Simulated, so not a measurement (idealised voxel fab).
Process module under the name voxel wiring stack
In the cross-section labelled cut, the width is 290 nm and each square cell is 5 nm.
Heads up, the way a cross-section reads in here is a grid of square cells, handed over as bands from the top down, with every band being one or more rows of cells.
Look at the band entry: it leads with the top's height and the bottom's height in nm. Then it lists the materials left to right, with a width in nm for each. The word "all across" on a single material says that material fills the band edge to edge. The word "air" is empty space.
Where do heights start? At 0: under that level the wafer as delivered is made of one material only. And the lowest band has no floor; it just carries on downward, as in "from 0 down".
The expression "30..40" gives the width at the extremes of the band, the first number at its top row of cells and the second at its bottom row, with the width changing by equal amounts from each row to the next in between.
"changes: none", as given for a step, is the statement that not any cell of the cross-section underwent a change during that step.
"Closed empty spaces" lists enclosed empty spaces (at least 8 cells, no open path upward to the top), each as width x height at distance from the left edge, in nm.
Note: text after step settings on the step line = simulator remark on that step.
The optional step-line setting "overlay nm" applies to steps with a mask and quantifies how far to the right of its planned location the mask lay, a negative value indicating leftward placement.
## Planned process steps
1: RECEIVE (material Si)
2: CONFORMAL_DEP (material SiO2; thk nm 15)
3: CONFORMAL_DEP (material SiCN; thk nm 5)
4: DIRECTIONAL_DEP (material SiO2; thk nm 10)
5: PATTERN (tone open; mask id METAL_1; material resist; width nm 30; pitch nm 50; thk nm 15; overlay nm 0)
6: DIRECTIONAL_ETCH (etch materials SiO2; depth nm 20)
7: DIRECTIONAL_ETCH (etch materials SiCN; depth nm 5)
8: STRIP (etch materials resist)
9: CONFORMAL_DEP (material TiN; thk nm 5)
10: FILL_DEP (material Cu; thk nm 5)
11: CMP (height nm 40)
12: EPI (material Ru; thk nm 5)
13: FILL_DEP (material SiCN; thk nm 5)
14: DIRECTIONAL_DEP (material lowk; thk nm 20)
15: DIRECTIONAL_DEP (material aC; thk nm 15)
16: PATTERN (tone open; mask id PLUG_1; material resist; width nm 15; pitch nm 50; thk nm 35; overlay nm 0)
17: DIRECTIONAL_ETCH (etch materials aC; depth nm 15)
18: STRIP (etch materials resist)
19: DIRECTIONAL_ETCH (etch materials lowk; depth nm 20)
20: DIRECTIONAL_ETCH (etch materials SiCN; depth nm 5)
21: STRIP (etch materials aC)
22: CONFORMAL_DEP (material TiN; thk nm 5)
23: FILL_DEP (material Ru; thk nm 5)
24: CMP (height nm 70)
25: CONFORMAL_DEP (material SiN; thk nm 5)
26: DIRECTIONAL_DEP (material lowk; thk nm 15)
27: MASKED_ETCH (tone open; mask id METAL_2; width nm 30; pitch nm 50; etch materials lowk; depth nm 15; overlay nm 0)
28: MASKED_ETCH (tone open; mask id METAL_2; width nm 30; pitch nm 50; etch materials SiN; depth nm 5; overlay nm 0)
29: CONFORMAL_DEP (material TiN; thk nm 5)
30: FILL_DEP (material Cu; thk nm 10)
31: CMP (height nm 90)
32: CONFORMAL_DEP (material SiCN; thk nm 5)
The value of thk nm given for step 4 in the plan refers to the first wafer; the wafers vary in this setting and are alike at the start.
## Cross-section of the first of several received wafers, showing its state after step 1
from 0 down = Si all across
Closed empty spaces: none
## each wafer at the end: cells of each material gained (+) or lost (-) since it was received, then its closed voids
thk nm 10; +154 Cu; +74 Ru; +138 SiCN; +34 SiN; +242 SiO2; +174 TiN; +286 lowk; Closed empty spaces: none
thk nm 15; +112 Cu; +74 Ru; +138 SiCN; +34 SiN; +276 SiO2; +182 TiN; +286 lowk; Closed empty spaces: none
thk nm 20; +112 Cu; +48 Ru; +164 SiCN; +34 SiN; +310 SiO2; +148 TiN; +286 lowk; Closed empty spaces: none
thk nm 25; +80 Cu; +48 Ru; +188 SiCN; +34 SiN; +334 SiO2; +132 TiN; +286 lowk; Closed empty spaces: none
thk nm 30; +64 Cu; +48 Ru; +188 SiCN; +34 SiN; +358 SiO2; +124 TiN; +286 lowk; Closed empty spaces: none
thk nm 35; +48 Cu; +48 Ru; +188 SiCN; +34 SiN; +382 SiO2; +116 TiN; +286 lowk; Closed empty spaces: none
